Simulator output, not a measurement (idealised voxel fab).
Documented hereafter: the process module known as voxel wiring stack.
Cross-section cut: width 235 nm, square cells of 5 nm.
We lay out every cross-section as a grid of square cells and spell it out in bands from the top down, where one band means one or more rows of cells.
For a band, the entry starts with two heights in nm, that of the top and then that of the bottom, and carries on with the band's materials in order from left to right, each alongside its width in nm; the word "everywhere" beside a single material means it fills the band edge to edge, and "empty" means empty space.
It should be noted that heights are counted from 0, beneath which the wafer as supplied is of one material throughout, and that the lowest band possesses no lower boundary but continues downward, as written in "0 down".
When a width is written as two numbers, as in "30 to 40", the first number is the width in the top row of cells of the band and the second is the width in its bottom row, and the width changes by the same amount from each row to the next.
What does "no change occurred" mean for a step? It means no cell of the cross-section changed in that step.
In the "Enclosed void list" entry, you get each enclosed empty space of 8 cells or more, one with no open way to the top, written width x height at distance, distance from the left edge, in nm.
Post-settings text on a step line: simulator's own remark regarding the step.
Steps that use a mask can have "overlay nm" on their line. It says how far the mask sat to the right of where it was meant to be. Negative means to the left.
Reading guide: pairs of cross-sections, before and after one process step; after view cut off at lowest changed band; step and settings listed under each pair. Pairs may stem from different runs of this module on the same starting wafer; continuity with the pair above only where the "Prior to processing" entry states it.
Prior to processing:
> 0 down = Si everywhere
> Enclosed void list: none
Post-Step Section View:
> 10 to 0 = SiO2 everywhere
> Below a height of 0, the structure has not been altered.
> Enclosed void list: none
To go from the before cross-section above to the after cross-section, apply CONFORMAL_DEP with material SiO2, thk nm 10
Prior to processing: we pick up right where the pair above leaves off, with its after cross-section.
Post-Step Section View:
> 15 to 10 = SiN everywhere
> Below a height of 10, the structure has not been altered.
> Enclosed void list: none
To go from the before cross-section above to the after cross-section, apply CONFORMAL_DEP with material SiN, thk nm 5
Prior to processing: we pick up right where the pair above leaves off, with its after cross-section.
Post-Step Section View:
> 35 to 15 = lowk everywhere
> Below a height of 15, the structure has not been altered.
> Enclosed void list: none
To go from the before cross-section above to the after cross-section, apply DIRECTIONAL_DEP with material lowk, thk nm 20
Prior to processing: we pick up right where the pair above leaves off, with its after cross-section.
Post-Step Section View:
> 45 to 35 = aC everywhere
> Below a height of 35, the structure has not been altered.
> Enclosed void list: none
To go from the before cross-section above to the after cross-section, apply DIRECTIONAL_DEP with material aC, thk nm 10
Prior to processing: we pick up right where the pair above leaves off, with its after cross-section.
Post-Step Section View:
> 75 to 45 = resist (85)  empty (20)  resist (25)  empty (20)  resist (85)
> Below a height of 45, the structure has not been altered.
> Enclosed void list: none
To go from the before cross-section above to the after cross-section, apply PATTERN with tone open, mask id METAL_1, material resist, width nm 20, pitch nm 45, thk nm 30, overlay nm 0
Prior to processing: we pick up right where the pair above leaves off, with its after cross-section.
Post-Step Section View:
> 65 to 45 = resist (85)  empty (20)  resist (25)  empty (20)  resist (85)
> 45 to 35 = aC (85)  empty (20)  aC (25)  empty (20)  aC (85)
> Below a height of 35, the structure has not been altered.
> Enclosed void list: none
To go from the before cross-section above to the after cross-section, apply DIRECTIONAL_ETCH with etch materials aC, depth nm 10
Prior to processing: we pick up right where the pair above leaves off, with its after cross-section.
Post-Step Section View:
> 45 to 35 = aC (85)  empty (20)  aC (25)  empty (20)  aC (85)
> Below a height of 35, the structure has not been altered.
> Enclosed void list: none
To go from the before cross-section above to the after cross-section, apply STRIP with etch materials resist
Prior to processing: we pick up right where the pair above leaves off, with its after cross-section.
Post-Step Section View:
> 45 to 35 = aC (85)  empty (20)  aC (25)  empty (20)  aC (85)
> 35 to 15 = lowk (85)  empty (20)  lowk (25)  empty (20)  lowk (85)
> Below a height of 15, the structure has not been altered.
> Enclosed void list: none
To go from the before cross-section above to the after cross-section, apply DIRECTIONAL_ETCH with etch materials lowk, depth nm 20
Prior to processing: we pick up right where the pair above leaves off, with its after cross-section.
Post-Step Section View:
> 45 to 35 = aC (85)  empty (20)  aC (25)  empty (20)  aC (85)
> 35 to 15 = lowk (85)  empty (20)  lowk (25)  empty (20)  lowk (85)
> 15 to 10 = SiN (85)  empty (20)  SiN (25)  empty (20)  SiN (85)
> Below a height of 10, the structure has not been altered.
> Enclosed void list: none
To go from the before cross-section above to the after cross-section, apply DIRECTIONAL_ETCH with etch materials SiN, depth nm 5
Prior to processing: we pick up right where the pair above leaves off, with its after cross-section.
Post-Step Section View:
> 35 to 15 = lowk (85)  empty (20)  lowk (25)  empty (20)  lowk (85)
> Below a height of 15, the structure has not been altered.
> Enclosed void list: none
To go from the before cross-section above to the after cross-section, apply STRIP with etch materials aC
Prior to processing: we pick up right where the pair above leaves off, with its after cross-section.
Post-Step Section View:
> 40 to 35 = TiN (90)  empty (10)  TiN (35)  empty (10)  TiN (90)
> 35 to 15 = lowk (85)  TiN (5)  empty (10)  TiN (5)  lowk (25)  TiN (5)  empty (10)  TiN (5)  lowk (85)
> 15 to 10 = SiN (85)  TiN (20)  SiN (25)  TiN (20)  SiN (85)
> Below a height of 10, the structure has not been altered.
> Enclosed void list: none
To go from the before cross-section above to the after cross-section, apply CONFORMAL_DEP with material TiN, thk nm 5
Prior to processing: we pick up right where the pair above leaves off, with its after cross-section.
Post-Step Section View:
> 45 to 40 = Ru everywhere
> 40 to 35 = TiN (90)  Ru (10)  TiN (35)  Ru (10)  TiN (90)
> 35 to 15 = lowk (85)  TiN (5)  Ru (10)  TiN (5)  lowk (25)  TiN (5)  Ru (10)  TiN (5)  lowk (85)
> Below a height of 15, the structure has not been altered.
> Enclosed void list: none
To go from the before cross-section above to the after cross-section, apply FILL_DEP with material Ru, thk nm 5
Prior to processing: we pick up right where the pair above leaves off, with its after cross-section.
Post-Step Section View:
> 35 to 15 = lowk (85)  TiN (5)  Ru (10)  TiN (5)  lowk (25)  TiN (5)  Ru (10)  TiN (5)  lowk (85)
> Below a height of 15, the structure has not been altered.
> Enclosed void list: none
To go from the before cross-section above to the after cross-section, apply CMP with height nm 35
Prior to processing: we pick up right where the pair above leaves off, with its after cross-section.
Post-Step Section View:
> 40 to 35 = SiCN everywhere
> Below a height of 35, the structure has not been altered.
> Enclosed void list: none
To go from the before cross-section above to the after cross-section, apply CONFORMAL_DEP with material SiCN, thk nm 5
Prior to processing: we pick up right where the pair above leaves off, with its after cross-section.
Post-Step Section View:
> 75 to 40 = lowk everywhere
> Below a height of 40, the structure has not been altered.
> Enclosed void list: none
To go from the before cross-section above to the after cross-section, apply DIRECTIONAL_DEP with material lowk, thk nm 35
Prior to processing: we pick up right where the pair above leaves off, with its after cross-section.
Post-Step Section View:
> 75 to 40 = lowk (85)  empty (15)  lowk (30)  empty (15)  lowk (90)
> Below a height of 40, the structure has not been altered.
> Enclosed void list: none
To go from the before cross-section above to the after cross-section, apply MASKED_ETCH with tone open, mask id METAL_2_HOLES, width nm 15, pitch nm 45, etch materials lowk, depth nm 35, overlay nm 0
Prior to processing: we pick up right where the pair above leaves off, with its after cross-section.
Post-Step Section View:
> 85 to 75 = aC (85)  empty (15)  aC (30)  empty (15)  aC (90)
> 75 to 50 = lowk (85)  empty (15)  lowk (30)  empty (15)  lowk (90)
> 50 to 40 = lowk (85)  aC (15)  lowk (30)  aC (15)  lowk (90)
> Below a height of 40, the structure has not been altered.
> Enclosed void list: none
To go from the before cross-section above to the after cross-section, apply DIRECTIONAL_DEP with material aC, thk nm 10
Prior to processing: we pick up right where the pair above leaves off, with its after cross-section.
Post-Step Section View:
> 110 to 85 = resist (85)  empty (20)  resist (25)  empty (20)  resist (85)
> Below a height of 85, the structure has not been altered.
> Enclosed void list: none
To go from the before cross-section above to the after cross-section, apply PATTERN with tone open, mask id METAL_2, material resist, width nm 20, pitch nm 45, thk nm 25, overlay nm 0
Prior to processing: we pick up right where the pair above leaves off, with its after cross-section.
Post-Step Section View:
> 100 to 85 = resist (85)  empty (20)  resist (25)  empty (20)  resist (85)
> 85 to 75 = aC (85)  empty (20)  aC (25)  empty (20)  aC (85)
> 75 to 40 = lowk (85)  empty (15)  lowk (30)  empty (15)  lowk (90)
> Below a height of 40, the structure has not been altered.
> Enclosed void list: none
To go from the before cross-section above to the after cross-section, apply DIRECTIONAL_ETCH with etch materials aC, depth nm 10
Prior to processing: we pick up right where the pair above leaves off, with its after cross-section.
Post-Step Section View:
> 85 to 75 = aC (85)  empty (20)  aC (25)  empty (20)  aC (85)
> Below a height of 75, the structure has not been altered.
> Enclosed void list: none
To go from the before cross-section above to the after cross-section, apply STRIP with etch materials resist
Prior to processing: we pick up right where the pair above leaves off, with its after cross-section.
Post-Step Section View:
> 85 to 75 = aC (85)  empty (20)  aC (25)  empty (20)  aC (85)
> 75 to 55 = lowk (85)  empty (20)  lowk (25)  empty (20)  lowk (85)
> Below a height of 55, the structure has not been altered.
> Enclosed void list: none
To go from the before cross-section above to the after cross-section, apply DIRECTIONAL_ETCH with etch materials lowk, depth nm 20
Prior to processing: we pick up right where the pair above leaves off, with its after cross-section.
Post-Step Section View:
> 85 to 75 = aC (85)  empty (20)  aC (25)  empty (20)  aC (85)
> 75 to 55 = lowk (85)  empty (20)  lowk (25)  empty (20)  lowk (85)
> 55 to 40 = lowk (85)  empty (15)  lowk (30)  empty (15)  lowk (90)
> 40 to 35 = SiCN (85)  empty (15)  SiCN (30)  empty (15)  SiCN (90)
> Below a height of 35, the structure has not been altered.
> Enclosed void list: none
To go from the before cross-section above to the after cross-section, apply DIRECTIONAL_ETCH with etch materials SiCN, depth nm 5
Prior to processing: we pick up right where the pair above leaves off, with its after cross-section.
Post-Step Section View:
> 75 to 55 = lowk (85)  empty (20)  lowk (25)  empty (20)  lowk (85)
> Below a height of 55, the structure has not been altered.
> Enclosed void list: none
To go from the before cross-section above to the after cross-section, apply STRIP with etch materials aC
Prior to processing: we pick up right where the pair above leaves off, with its after cross-section.
Post-Step Section View:
> 80 to 75 = TiN (90)  empty (10)  TiN (35)  empty (10)  TiN (90)
> 75 to 60 = lowk (85)  TiN (5)  empty (10)  TiN (5)  lowk (25)  TiN (5)  empty (10)  TiN (5)  lowk (85)
> 60 to 55 = lowk (85)  TiN (5)  empty (5)  TiN (10)  lowk (25)  TiN (5)  empty (5)  TiN (10)  lowk (85)
> 55 to 40 = lowk (85)  TiN (5)  empty (5)  TiN (5)  lowk (30)  TiN (5)  empty (5)  TiN (5)  lowk (90)
> 40 to 35 = SiCN (85)  TiN (15)  SiCN (30)  TiN (15)  SiCN (90)
> Below a height of 35, the structure has not been altered.
> Enclosed void list: none
To go from the before cross-section above to the after cross-section, apply CONFORMAL_DEP with material TiN, thk nm 5
Prior to processing: we pick up right where the pair above leaves off, with its after cross-section.
Post-Step Section View:
> 85 to 80 = Ru everywhere
> 80 to 75 = TiN (90)  Ru (10)  TiN (35)  Ru (10)  TiN (90)
> 75 to 60 = lowk (85)  TiN (5)  Ru (10)  TiN (5)  lowk (25)  TiN (5)  Ru (10)  TiN (5)  lowk (85)
> 60 to 55 = lowk (85)  TiN (5)  Ru (5)  TiN (10)  lowk (25)  TiN (5)  Ru (5)  TiN (10)  lowk (85)
> 55 to 40 = lowk (85)  TiN (5)  Ru (5)  TiN (5)  lowk (30)  TiN (5)  Ru (5)  TiN (5)  lowk (90)
> Below a height of 40, the structure has not been altered.
> Enclosed void list: none
To go from the before cross-section above to the after cross-section, apply FILL_DEP with material Ru, thk nm 5
Prior to processing: we pick up right where the pair above leaves off, with its after cross-section.
Post-Step Section View:
> 75 to 60 = lowk (85)  TiN (5)  Ru (10)  TiN (5)  lowk (25)  TiN (5)  Ru (10)  TiN (5)  lowk (85)
> Below a height of 60, the structure has not been altered.
> Enclosed void list: none
To go from the before cross-section above to the after cross-section, apply CMP with height nm 75
Prior to processing: we pick up right where the pair above leaves off, with its after cross-section.
Post-Step Section View:
> 80 to 75 = SiCN everywhere
> Below a height of 75, the structure has not been altered.
> Enclosed void list: none
To go from the before cross-section above to the after cross-section, apply CONFORMAL_DEP with material SiCN, thk nm 5
Prior to processing:
> 10 to 0 = SiO2 everywhere
> 0 down = Si everywhere
> Enclosed void list: none
Post-Step Section View:
> 30 to 10 = lowk everywhere
> Below a height of 10, the structure has not been altered.
> Enclosed void list: none
To go from the before cross-section above to the after cross-section, apply DIRECTIONAL_DEP with material lowk, thk nm 20
Prior to processing: we pick up right where the pair above leaves off, with its after cross-section.
Post-Step Section View:
> 40 to 30 = aC everywhere
> Below a height of 30, the structure has not been altered.
> Enclosed void list: none
To go from the before cross-section above to the after cross-section, apply DIRECTIONAL_DEP with material aC, thk nm 10
Prior to processing: we pick up right where the pair above leaves off, with its after cross-section.
Post-Step Section View:
> 70 to 40 = resist (85)  empty (20)  resist (25)  empty (20)  resist (85)
> Below a height of 40, the structure has not been altered.
> Enclosed void list: none
To go from the before cross-section above to the after cross-section, apply PATTERN with tone open, mask id METAL_1, material resist, width nm 20, pitch nm 45, thk nm 30, overlay nm 0
Prior to processing: we pick up right where the pair above leaves off, with its after cross-section.
Post-Step Section View:
> 60 to 40 = resist (85)  empty (20)  resist (25)  empty (20)  resist (85)
> 40 to 30 = aC (85)  empty (20)  aC (25)  empty (20)  aC (85)
> Below a height of 30, the structure has not been altered.
> Enclosed void list: none
To go from the before cross-section above to the after cross-section, apply DIRECTIONAL_ETCH with etch materials aC, depth nm 10
Prior to processing: we pick up right where the pair above leaves off, with its after cross-section.
Post-Step Section View:
> 40 to 30 = aC (85)  empty (20)  aC (25)  empty (20)  aC (85)
> Below a height of 30, the structure has not been altered.
> Enclosed void list: none
To go from the before cross-section above to the after cross-section, apply STRIP with etch materials resist
Prior to processing: we pick up right where the pair above leaves off, with its after cross-section.
Post-Step Section View:
> 40 to 30 = aC (85)  empty (20)  aC (25)  empty (20)  aC (85)
> 30 to 10 = lowk (85)  empty (20)  lowk (25)  empty (20)  lowk (85)
> Below a height of 10, the structure has not been altered.
> Enclosed void list: none
To go from the before cross-section above to the after cross-section, apply DIRECTIONAL_ETCH with etch materials lowk, depth nm 20
Prior to processing: we pick up right where the pair above leaves off, with its after cross-section.
Post-Step Section View:
> 30 to 10 = lowk (85)  empty (20)  lowk (25)  empty (20)  lowk (85)
> Below a height of 10, the structure has not been altered.
> Enclosed void list: none
To go from the before cross-section above to the after cross-section, apply STRIP with etch materials aC
Prior to processing: we pick up right where the pair above leaves off, with its after cross-section.
Post-Step Section View:
> 35 to 30 = TiN (90)  empty (10)  TiN (35)  empty (10)  TiN (90)
> 30 to 15 = lowk (85)  TiN (5)  empty (10)  TiN (5)  lowk (25)  TiN (5)  empty (10)  TiN (5)  lowk (85)
> 15 to 10 = lowk (85)  TiN (20)  lowk (25)  TiN (20)  lowk (85)
> Below a height of 10, the structure has not been altered.
> Enclosed void list: none
To go from the before cross-section above to the after cross-section, apply CONFORMAL_DEP with material TiN, thk nm 5
Prior to processing: we pick up right where the pair above leaves off, with its after cross-section.
Post-Step Section View:
> 40 to 35 = Ru everywhere
> 35 to 30 = TiN (90)  Ru (10)  TiN (35)  Ru (10)  TiN (90)
> 30 to 15 = lowk (85)  TiN (5)  Ru (10)  TiN (5)  lowk (25)  TiN (5)  Ru (10)  TiN (5)  lowk (85)
> Below a height of 15, the structure has not been altered.
> Enclosed void list: none
To go from the before cross-section above to the after cross-section, apply FILL_DEP with material Ru, thk nm 5
Prior to processing: we pick up right where the pair above leaves off, with its after cross-section.
Post-Step Section View:
> 35 to 30 = TiN (90)  Ru (10)  TiN (35)  Ru (10)  TiN (90)
> Below a height of 30, the structure has not been altered.
> Enclosed void list: none
To go from the before cross-section above to the after cross-section, apply CMP with height nm 35
Prior to processing: we pick up right where the pair above leaves off, with its after cross-section.
Post-Step Section View:
> 40 to 35 = SiCN everywhere
> Below a height of 35, the structure has not been altered.
> Enclosed void list: none
To go from the before cross-section above to the after cross-section, apply CONFORMAL_DEP with material SiCN, thk nm 5
Prior to processing: we pick up right where the pair above leaves off, with its after cross-section.
Post-Step Section View:
> 75 to 40 = lowk everywhere
> Below a height of 40, the structure has not been altered.
> Enclosed void list: none
To go from the before cross-section above to the after cross-section, apply DIRECTIONAL_DEP with material lowk, thk nm 35
Prior to processing: we pick up right where the pair above leaves off, with its after cross-section.
Post-Step Section View:
> 75 to 40 = lowk (85)  empty (15)  lowk (30)  empty (15)  lowk (90)
> Below a height of 40, the structure has not been altered.
> Enclosed void list: none
To go from the before cross-section above to the after cross-section, apply MASKED_ETCH with tone open, mask id METAL_2_HOLES, width nm 15, pitch nm 45, etch materials lowk, depth nm 35, overlay nm 0
Prior to processing: we pick up right where the pair above leaves off, with its after cross-section.
Post-Step Section View:
> 85 to 75 = aC (85)  empty (15)  aC (30)  empty (15)  aC (90)
> 75 to 50 = lowk (85)  empty (15)  lowk (30)  empty (15)  lowk (90)
> 50 to 40 = lowk (85)  aC (15)  lowk (30)  aC (15)  lowk (90)
> Below a height of 40, the structure has not been altered.
> Enclosed void list: none
To go from the before cross-section above to the after cross-section, apply DIRECTIONAL_DEP with material aC, thk nm 10
Prior to processing: we pick up right where the pair above leaves off, with its after cross-section.
Post-Step Section View:
> 110 to 85 = resist (85)  empty (20)  resist (25)  empty (20)  resist (85)
> Below a height of 85, the structure has not been altered.
> Enclosed void list: none
To go from the before cross-section above to the after cross-section, apply PATTERN with tone open, mask id METAL_2, material resist, width nm 20, pitch nm 45, thk nm 25, overlay nm 0
Prior to processing: we pick up right where the pair above leaves off, with its after cross-section.
Post-Step Section View:
> 100 to 85 = resist (85)  empty (20)  resist (25)  empty (20)  resist (85)
> 85 to 75 = aC (85)  empty (20)  aC (25)  empty (20)  aC (85)
> 75 to 40 = lowk (85)  empty (15)  lowk (30)  empty (15)  lowk (90)
> Below a height of 40, the structure has not been altered.
> Enclosed void list: none
To go from the before cross-section above to the after cross-section, apply DIRECTIONAL_ETCH with etch materials aC, depth nm 10
Prior to processing: we pick up right where the pair above leaves off, with its after cross-section.
Post-Step Section View:
> 85 to 75 = aC (85)  empty (20)  aC (25)  empty (20)  aC (85)
> Below a height of 75, the structure has not been altered.
> Enclosed void list: none
To go from the before cross-section above to the after cross-section, apply STRIP with etch materials resist
Prior to processing: we pick up right where the pair above leaves off, with its after cross-section.
Post-Step Section View:
> 85 to 75 = aC (85)  empty (20)  aC (25)  empty (20)  aC (85)
> 75 to 55 = lowk (85)  empty (20)  lowk (25)  empty (20)  lowk (85)
> Below a height of 55, the structure has not been altered.
> Enclosed void list: none
To go from the before cross-section above to the after cross-section, apply DIRECTIONAL_ETCH with etch materials lowk, depth nm 20
Prior to processing: we pick up right where the pair above leaves off, with its after cross-section.
Post-Step Section View:
> 85 to 75 = aC (85)  empty (20)  aC (25)  empty (20)  aC (85)
> 75 to 55 = lowk (85)  empty (20)  lowk (25)  empty (20)  lowk (85)
> 55 to 40 = lowk (85)  empty (15)  lowk (30)  empty (15)  lowk (90)
> 40 to 35 = SiCN (85)  empty (15)  SiCN (30)  empty (15)  SiCN (90)
> Below a height of 35, the structure has not been altered.
> Enclosed void list: none
To go from the before cross-section above to the after cross-section, apply DIRECTIONAL_ETCH with etch materials SiCN, depth nm 5
Prior to processing: we pick up right where the pair above leaves off, with its after cross-section.
Post-Step Section View:
> 75 to 55 = lowk (85)  empty (20)  lowk (25)  empty (20)  lowk (85)
> Below a height of 55, the structure has not been altered.
> Enclosed void list: none
To go from the before cross-section above to the after cross-section, apply STRIP with etch materials aC
Prior to processing: we pick up right where the pair above leaves off, with its after cross-section.
Post-Step Section View:
> 80 to 75 = TiN (90)  empty (10)  TiN (35)  empty (10)  TiN (90)
> 75 to 60 = lowk (85)  TiN (5)  empty (10)  TiN (5)  lowk (25)  TiN (5)  empty (10)  TiN (5)  lowk (85)
> 60 to 55 = lowk (85)  TiN (5)  empty (5)  TiN (10)  lowk (25)  TiN (5)  empty (5)  TiN (10)  lowk (85)
> 55 to 40 = lowk (85)  TiN (5)  empty (5)  TiN (5)  lowk (30)  TiN (5)  empty (5)  TiN (5)  lowk (90)
> 40 to 35 = SiCN (85)  TiN (15)  SiCN (30)  TiN (15)  SiCN (90)
> Below a height of 35, the structure has not been altered.
> Enclosed void list: none
To go from the before cross-section above to the after cross-section, apply CONFORMAL_DEP with material TiN, thk nm 5
Prior to processing: we pick up right where the pair above leaves off, with its after cross-section.
Post-Step Section View:
> 85 to 80 = Ru everywhere
> 80 to 75 = TiN (90)  Ru (10)  TiN (35)  Ru (10)  TiN (90)
> 75 to 60 = lowk (85)  TiN (5)  Ru (10)  TiN (5)  lowk (25)  TiN (5)  Ru (10)  TiN (5)  lowk (85)
> 60 to 55 = lowk (85)  TiN (5)  Ru (5)  TiN (10)  lowk (25)  TiN (5)  Ru (5)  TiN (10)  lowk (85)
> 55 to 40 = lowk (85)  TiN (5)  Ru (5)  TiN (5)  lowk (30)  TiN (5)  Ru (5)  TiN (5)  lowk (90)
> Below a height of 40, the structure has not been altered.
> Enclosed void list: none
To go from the before cross-section above to the after cross-section, apply FILL_DEP with material Ru, thk nm 5
Prior to processing: we pick up right where the pair above leaves off, with its after cross-section.
Post-Step Section View:
> 75 to 60 = lowk (85)  TiN (5)  Ru (10)  TiN (5)  lowk (25)  TiN (5)  Ru (10)  TiN (5)  lowk (85)
> Below a height of 60, the structure has not been altered.
> Enclosed void list: none
To go from the before cross-section above to the after cross-section, apply CMP with height nm 75
Prior to processing: we pick up right where the pair above leaves off, with its after cross-section.
Post-Step Section View:
> 80 to 75 = SiCN everywhere
> Below a height of 75, the structure has not been altered.
> Enclosed void list: none
To go from the before cross-section above to the after cross-section, apply CONFORMAL_DEP with material SiCN, thk nm 5
Prior to processing:
> 75 to 40 = lowk everywhere
> 40 to 35 = SiCN everywhere
> 35 to 15 = lowk (85)  TiN (5)  Ru (10)  TiN (5)  lowk (25)  TiN (5)  Ru (10)  TiN (5)  lowk (85)
> 15 to 10 = SiN (85)  TiN (20)  SiN (25)  TiN (20)  SiN (85)
> 10 to 0 = SiO2 everywhere
> 0 down = Si everywhere
> Enclosed void list: none
Post-Step Section View:
> 110 to 40 = lowk everywhere
> Below a height of 40, the structure has not been altered.
> Enclosed void list: none
To go from the before cross-section above to the after cross-section, apply DIRECTIONAL_DEP with material lowk, thk nm 35
Prior to processing: we pick up right where the pair above leaves off, with its after cross-section.
Post-Step Section View:
> 110 to 75 = lowk (85)  empty (15)  lowk (30)  empty (15)  lowk (90)
> Below a height of 75, the structure has not been altered.
> Enclosed void list: none
To go from the before cross-section above to the after cross-section, apply MASKED_ETCH with tone open, mask id METAL_2_HOLES, width nm 15, pitch nm 45, etch materials lowk, depth nm 35, overlay nm 0
Prior to processing: we pick up right where the pair above leaves off, with its after cross-section.
Post-Step Section View:
> 120 to 110 = aC (85)  empty (15)  aC (30)  empty (15)  aC (90)
> 110 to 85 = lowk (85)  empty (15)  lowk (30)  empty (15)  lowk (90)
> 85 to 75 = lowk (85)  aC (15)  lowk (30)  aC (15)  lowk (90)
> Below a height of 75, the structure has not been altered.
> Enclosed void list: none
To go from the before cross-section above to the after cross-section, apply DIRECTIONAL_DEP with material aC, thk nm 10
Prior to processing: we pick up right where the pair above leaves off, with its after cross-section.
Post-Step Section View:
> 145 to 120 = resist (85)  empty (20)  resist (25)  empty (20)  resist (85)
> Below a height of 120, the structure has not been altered.
> Enclosed void list: none
To go from the before cross-section above to the after cross-section, apply PATTERN with tone open, mask id METAL_2, material resist, width nm 20, pitch nm 45, thk nm 25, overlay nm 0
Prior to processing: we pick up right where the pair above leaves off, with its after cross-section.
Post-Step Section View:
> 135 to 120 = resist (85)  empty (20)  resist (25)  empty (20)  resist (85)
> 120 to 110 = aC (85)  empty (20)  aC (25)  empty (20)  aC (85)
> 110 to 75 = lowk (85)  empty (15)  lowk (30)  empty (15)  lowk (90)
> Below a height of 75, the structure has not been altered.
> Enclosed void list: none
To go from the before cross-section above to the after cross-section, apply DIRECTIONAL_ETCH with etch materials aC, depth nm 10
Prior to processing: we pick up right where the pair above leaves off, with its after cross-section.
Post-Step Section View:
> 120 to 110 = aC (85)  empty (20)  aC (25)  empty (20)  aC (85)
> Below a height of 110, the structure has not been altered.
> Enclosed void list: none
To go from the before cross-section above to the after cross-section, apply STRIP with etch materials resist
Prior to processing: we pick up right where the pair above leaves off, with its after cross-section.
Post-Step Section View:
> 120 to 110 = aC (85)  empty (20)  aC (25)  empty (20)  aC (85)
> 110 to 90 = lowk (85)  empty (20)  lowk (25)  empty (20)  lowk (85)
> 90 to 55 = lowk (85)  empty (15)  lowk (30)  empty (15)  lowk (90)
> Below a height of 55, the structure has not been altered.
> Enclosed void list: none
To go from the before cross-section above to the after cross-section, apply DIRECTIONAL_ETCH with etch materials lowk, depth nm 20
Prior to processing: we pick up right where the pair above leaves off, with its after cross-section.
Post-Step Section View:
> 110 to 90 = lowk (85)  empty (20)  lowk (25)  empty (20)  lowk (85)
> Below a height of 90, the structure has not been altered.
> Enclosed void list: none
To go from the before cross-section above to the after cross-section, apply STRIP with etch materials aC
Prior to processing: we pick up right where the pair above leaves off, with its after cross-section.
Post-Step Section View:
> 115 to 110 = TiN (90)  empty (10)  TiN (35)  empty (10)  TiN (90)
> 110 to 95 = lowk (85)  TiN (5)  empty (10)  TiN (5)  lowk (25)  TiN (5)  empty (10)  TiN (5)  lowk (85)
> 95 to 90 = lowk (85)  TiN (5)  empty (5)  TiN (10)  lowk (25)  TiN (5)  empty (5)  TiN (10)  lowk (85)
> 90 to 60 = lowk (85)  TiN (5)  empty (5)  TiN (5)  lowk (30)  TiN (5)  empty (5)  TiN (5)  lowk (90)
> 60 to 55 = lowk (85)  TiN (15)  lowk (30)  TiN (15)  lowk (90)
> Below a height of 55, the structure has not been altered.
> Enclosed void list: none
To go from the before cross-section above to the after cross-section, apply CONFORMAL_DEP with material TiN, thk nm 5
Prior to processing: we pick up right where the pair above leaves off, with its after cross-section.
Post-Step Section View:
> 120 to 115 = Ru everywhere
> 115 to 110 = TiN (90)  Ru (10)  TiN (35)  Ru (10)  TiN (90)
> 110 to 95 = lowk (85)  TiN (5)  Ru (10)  TiN (5)  lowk (25)  TiN (5)  Ru (10)  TiN (5)  lowk (85)
> 95 to 90 = lowk (85)  TiN (5)  Ru (5)  TiN (10)  lowk (25)  TiN (5)  Ru (5)  TiN (10)  lowk (85)
> 90 to 60 = lowk (85)  TiN (5)  Ru (5)  TiN (5)  lowk (30)  TiN (5)  Ru (5)  TiN (5)  lowk (90)
> Below a height of 60, the structure has not been altered.
> Enclosed void list: none
To go from the before cross-section above to the after cross-section, apply FILL_DEP with material Ru, thk nm 5
Prior to processing: we pick up right where the pair above leaves off, with its after cross-section.
Post-Step Section View:
> 75 to 60 = lowk (85)  TiN (5)  Ru (5)  TiN (5)  lowk (30)  TiN (5)  Ru (5)  TiN (5)  lowk (90)
> Below a height of 60, the structure has not been altered.
> Enclosed void list: none
To go from the before cross-section above to the after cross-section, apply CMP with height nm 75
Prior to processing: we pick up right where the pair above leaves off, with its after cross-section.
Post-Step Section View:
> 80 to 75 = SiCN everywhere
> Below a height of 75, the structure has not been altered.
> Enclosed void list: none
To go from the before cross-section above to the after cross-section, apply CONFORMAL_DEP with material SiCN, thk nm 5
Prior to processing:
> 35 to 15 = lowk (85)  TiN (5)  Ru (10)  TiN (5)  lowk (25)  TiN (5)  Ru (10)  TiN (5)  lowk (85)
> 15 to 10 = SiN (85)  TiN (20)  SiN (25)  TiN (20)  SiN (85)
> 10 to 0 = SiO2 everywhere
> 0 down = Si everywhere
> Enclosed void list: none
Post-Step Section View:
> 70 to 35 = lowk everywhere
> Below a height of 35, the structure has not been altered.
> Enclosed void list: none
To go from the before cross-section above to the after cross-section, apply DIRECTIONAL_DEP with material lowk, thk nm 35
Prior to processing: we pick up right where the pair above leaves off, with its after cross-section.
Post-Step Section View:
> 75 to 70 = SiCN everywhere
> Below a height of 70, the structure has not been altered.
> Enclosed void list: none
To go from the before cross-section above to the after cross-section, apply CONFORMAL_DEP with material SiCN, thk nm 5
Prior to processing: we pick up right where the pair above leaves off, with its after cross-section.
Post-Step Section View:
> 85 to 75 = aC everywhere
> Below a height of 75, the structure has not been altered.
> Enclosed void list: none
To go from the before cross-section above to the after cross-section, apply DIRECTIONAL_DEP with material aC, thk nm 10
Prior to processing: we pick up right where the pair above leaves off, with its after cross-section.
Post-Step Section View:
> 110 to 85 = resist (85)  empty (20)  resist (25)  empty (20)  resist (85)
> Below a height of 85, the structure has not been altered.
> Enclosed void list: none
To go from the before cross-section above to the after cross-section, apply PATTERN with tone open, mask id METAL_2, material resist, width nm 20, pitch nm 45, thk nm 25, overlay nm 0
Prior to processing: we pick up right where the pair above leaves off, with its after cross-section.
Post-Step Section View:
> 100 to 85 = resist (85)  empty (20)  resist (25)  empty (20)  resist (85)
> 85 to 75 = aC (85)  empty (20)  aC (25)  empty (20)  aC (85)
> Below a height of 75, the structure has not been altered.
> Enclosed void list: none
To go from the before cross-section above to the after cross-section, apply DIRECTIONAL_ETCH with etch materials aC, depth nm 10
Prior to processing: we pick up right where the pair above leaves off, with its after cross-section.
Post-Step Section View:
> 85 to 75 = aC (85)  empty (20)  aC (25)  empty (20)  aC (85)
> Below a height of 75, the structure has not been altered.
> Enclosed void list: none
To go from the before cross-section above to the after cross-section, apply STRIP with etch materials resist
Prior to processing: we pick up right where the pair above leaves off, with its after cross-section.
Post-Step Section View:
> 85 to 75 = aC (85)  empty (20)  aC (25)  empty (20)  aC (85)
> 75 to 70 = SiCN (85)  empty (20)  SiCN (25)  empty (20)  SiCN (85)
> Below a height of 70, the structure has not been altered.
> Enclosed void list: none
To go from the before cross-section above to the after cross-section, apply DIRECTIONAL_ETCH with etch materials SiCN, depth nm 5
Prior to processing: we pick up right where the pair above leaves off, with its after cross-section.
Post-Step Section View:
> 75 to 70 = SiCN (85)  empty (20)  SiCN (25)  empty (20)  SiCN (85)
> Below a height of 70, the structure has not been altered.
> Enclosed void list: none
To go from the before cross-section above to the after cross-section, apply STRIP with etch materials aC
Prior to processing: we pick up right where the pair above leaves off, with its after cross-section.
Post-Step Section View:
> 80 to 75 = TiN (90)  empty (10)  TiN (35)  empty (10)  TiN (90)
> 75 to 70 = SiCN (85)  TiN (20)  SiCN (25)  TiN (20)  SiCN (85)
> Below a height of 70, the structure has not been altered.
> Enclosed void list: none
To go from the before cross-section above to the after cross-section, apply CONFORMAL_DEP with material TiN, thk nm 5
